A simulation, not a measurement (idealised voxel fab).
Proc. module: voxel plated lines
The width of the displayed cross-section, cut, is 240 nm; its cells are square, with a size of 5 nm.
Square cells in a grid make up a cross-section in this document, and the grid is given as bands, listed from the top down, each one or more rows of cells. Top height, bottom height, nm. Materials left to right, width each, nm. Single material + "throughout" = fills band edge to edge. "empty" = empty. We count height from 0. Below that, the starting wafer is all one material. The lowest band never ends at the bottom but goes on down; see "z 0 and below" for how that is written. The width entry "30 to 40" should be interpreted row by row: the top row of cells in the band takes the first number, the bottom row takes the second number, and the change between adjacent rows is uniform throughout. Basically "nothing changed" means that step didn't change any cell in the cross-section. Voids not open to the top, 8 cells minimum: see "Non-vented voids". Written width x height at distance; distance is from the left edge; nm. Whatever follows a step's settings on its line is a remark the simulator itself makes about that step. If you see "overlay nm" on a step's line and that step has a mask, it's telling you how far right of where it was planned the mask ended up; a negative number means it went left instead.
These are the steps we planned for the process:
step 1: RECEIVE, material Si
step 2: CONFORMAL_DEP, material SiN, thk nm 15
step 3: DIRECTIONAL_DEP, material TiN, thk nm 5
step 4: PATTERN, tone open, mask id LINES, material resist, width nm 20, pitch nm 50, thk nm 35, overlay nm 0
step 5: EPI, material Ru, thk nm 5
step 6: EPI, material Ru, thk nm 5
step 7: EPI, material Ru, thk nm 10
step 8: STRIP, etch materials resist
step 9: DIRECTIONAL_ETCH, etch materials TiN, depth nm 5
step 10: CONFORMAL_DEP, material SiN, thk nm 10
As-received state of the wafer in cross-section, equivalent to post-step 1:
* z 0 and below | Si throughout
* Non-vented voids: none
Cross-sectional view of the first of the two wafers upon completion of the module, processed in accordance with the plan:
* z 50 to 40 | 50 nm empty / 40 nm SiN / 10 nm empty / 40 nm SiN / 10 nm empty / 40 nm SiN / 50 nm empty
* z 40 to 25 | 50 nm empty / 10 nm SiN / 20 nm Ru / 10 nm SiN / 10 nm empty / 10 nm SiN / 20 nm Ru / 10 nm SiN / 10 nm empty / 10 nm SiN / 20 nm Ru / 10 nm SiN / 50 nm empty
* z 25 to 20 | 60 nm SiN / 20 nm Ru / 30 nm SiN / 20 nm Ru / 30 nm SiN / 20 nm Ru / 60 nm SiN
* z 20 to 15 | 60 nm SiN / 20 nm TiN / 30 nm SiN / 20 nm TiN / 30 nm SiN / 20 nm TiN / 60 nm SiN
* z 15 to 0 | SiN throughout
* z 0 and below | Si throughout
* Non-vented voids: none
Cross-sectional image of the second wafer of the two following completion of the module. Starting state and process plan were the same as for the first wafer; one execution error occurred:
* z 45 to 40 | 55 nm empty / 30 nm SiN / 20 nm empty / 30 nm SiN / 20 nm empty / 30 nm SiN / 55 nm empty
* z 40 to 20 | 55 nm empty / 5 nm SiN / 20 nm Ru / 5 nm SiN / 20 nm empty / 5 nm SiN / 20 nm Ru / 5 nm SiN / 20 nm empty / 5 nm SiN / 20 nm Ru / 5 nm SiN / 55 nm empty
* z 20 to 15 | 60 nm SiN / 20 nm TiN / 30 nm SiN / 20 nm TiN / 30 nm SiN / 20 nm TiN / 60 nm SiN
* z 15 to 0 | SiN throughout
* z 0 and below | Si throughout
* Non-vented voids: none
Error vs. plan: for step 10, the planned setting was not used; the step was instead run as CONFORMAL_DEP, material SiN, thk nm 5
At the finish, the second wafer shows more or fewer cells for some materials than the first does: SiN -78
